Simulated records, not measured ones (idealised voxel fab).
You're looking at the process module voxel self aligned vias.
Section cut is 280 nm wide and gridded with 5 nm square cells.
A cross-section in this document is a grid of square cells, and it is written down as bands, the top band listed before the ones below it; a band is made up of one or more rows of cells. Band entry format. Leading values: height of top, height of bottom, nm. Remainder: materials in left-to-right order, each with its width in nm. Special words: "throughout" on a single material, which then fills the band edge to edge; "air", empty space. It should be noted that heights are counted from 0, beneath which the wafer as supplied is of one material throughout, and that the lowest band possesses no lower boundary but continues downward, as written in "z 0 and below". A two-number width, for instance "30->40", indicates that the width is equal to the first number in the top row of the band and to the second number in the bottom row, and that it changes by a constant amount per row of cells. Basically "same as before" means that step didn't change any cell in the cross-section. So "Fully enclosed voids" is basically the list of trapped voids: any empty space of 8 cells or more that can't reach the top through an opening. They're written width x height at distance, the distance being from the left edge, and it's all nm. Post-settings text on a step line: simulator's own remark regarding the step. You can add "overlay nm" to a step's line. For a step with a mask, it describes how far the mask lay to the right of its planned position, and a negative number describes a lay to the left.

**Steps in the process plan**
1) RECEIVE (material Si)
2) CONFORMAL_DEP (material SiO2; thk nm 15)
3) CONFORMAL_DEP (material SiCN; thk nm 5)
4) DIRECTIONAL_DEP (material lowk; thk nm 30)
5) MASKED_ETCH (tone open; mask id LINES; width nm 25; pitch nm 65; etch materials lowk; depth nm 30; overlay nm 0)
6) CONFORMAL_DEP (material TiN; thk nm 5)
7) FILL_DEP (material Ru; thk nm 5)
8) CMP (height nm 50)
9) SELECTIVE_ETCH (etch materials W Ru TiN; depth nm 10)
10) FILL_DEP (material SiN; thk nm 5)
11) CMP (height nm 50)
12) DIRECTIONAL_DEP (material lowk; thk nm 20)
13) PATTERN (tone open; mask id VIAS; material resist; width nm 45; pitch nm 130; thk nm 15; overlay nm 0)
14) DIRECTIONAL_ETCH (etch materials lowk; depth nm 20)
15) DIRECTIONAL_ETCH (etch materials SiN; depth nm 10)
16) STRIP (etch materials resist)
17) CONFORMAL_DEP (material TiN; thk nm 5)
18) FILL_DEP (material Ru; thk nm 5)
19) CMP (height nm 70)
20) CONFORMAL_DEP (material SiN; thk nm 5)

**Incoming wafer in cross-section (state: after step 1)**
- z 0 and below: Si throughout
- Fully enclosed voids: none

**First of two wafers: cross-section at end of module, run per plan**
- z 75 to 70: SiN throughout
- z 70 to 55: lowk 50, then TiN 5, then Ru 35, then TiN 5, then lowk 85, then TiN 5, then Ru 35, then TiN 5, then lowk 55
- z 55 to 50: lowk 50, then TiN 15, then Ru 15, then TiN 15, then lowk 85, then TiN 15, then Ru 15, then TiN 15, then lowk 55
- z 50 to 45: lowk 60, then TiN 5, then Ru 15, then TiN 5, then lowk 40, then SiN 25, then lowk 40, then TiN 5, then Ru 15, then TiN 5, then lowk 65
- z 45 to 40: lowk 60, then TiN 25, then lowk 40, then SiN 25, then lowk 40, then TiN 25, then lowk 65
- z 40 to 25: lowk 60, then TiN 5, then Ru 15, then TiN 5, then lowk 40, then TiN 5, then Ru 15, then TiN 5, then lowk 40, then TiN 5, then Ru 15, then TiN 5, then lowk 65
- z 25 to 20: lowk 60, then TiN 25, then lowk 40, then TiN 25, then lowk 40, then TiN 25, then lowk 65
- z 20 to 15: SiCN throughout
- z 15 to 0: SiO2 throughout
- z 0 and below: Si throughout
- Fully enclosed voids: none

**Second of two wafers, module complete, sectioned: it shares the first wafer's start and plan but was run with one mistake**
- z 75 to 70: SiN throughout
- z 70 to 55: lowk 45, then TiN 5, then Ru 35, then TiN 5, then lowk 85, then TiN 5, then Ru 35, then TiN 5, then lowk 60
- z 55 to 50: lowk 45, then TiN 20, then Ru 15, then TiN 10, then lowk 85, then TiN 20, then Ru 15, then TiN 10, then lowk 60
- z 50 to 45: lowk 60, then TiN 5, then Ru 15, then TiN 5, then lowk 40, then SiN 25, then lowk 40, then TiN 5, then Ru 15, then TiN 5, then lowk 65
- z 45 to 40: lowk 60, then TiN 25, then lowk 40, then SiN 25, then lowk 40, then TiN 25, then lowk 65
- z 40 to 25: lowk 60, then TiN 5, then Ru 15, then TiN 5, then lowk 40, then TiN 5, then Ru 15, then TiN 5, then lowk 40, then TiN 5, then Ru 15, then TiN 5, then lowk 65
- z 25 to 20: lowk 60, then TiN 25, then lowk 40, then TiN 25, then lowk 40, then TiN 25, then lowk 65
- z 20 to 15: SiCN throughout
- z 15 to 0: SiO2 throughout
- z 0 and below: Si throughout
- Fully enclosed voids: none
What went wrong in running the wafer? step 13 ran with different settings than intended, the actual operation and settings being PATTERN (tone open; mask id VIAS; material resist; width nm 45; pitch nm 130; thk nm 15; overlay nm -5)
End check, second vs first wafer: material counts in cells match, positions do not.
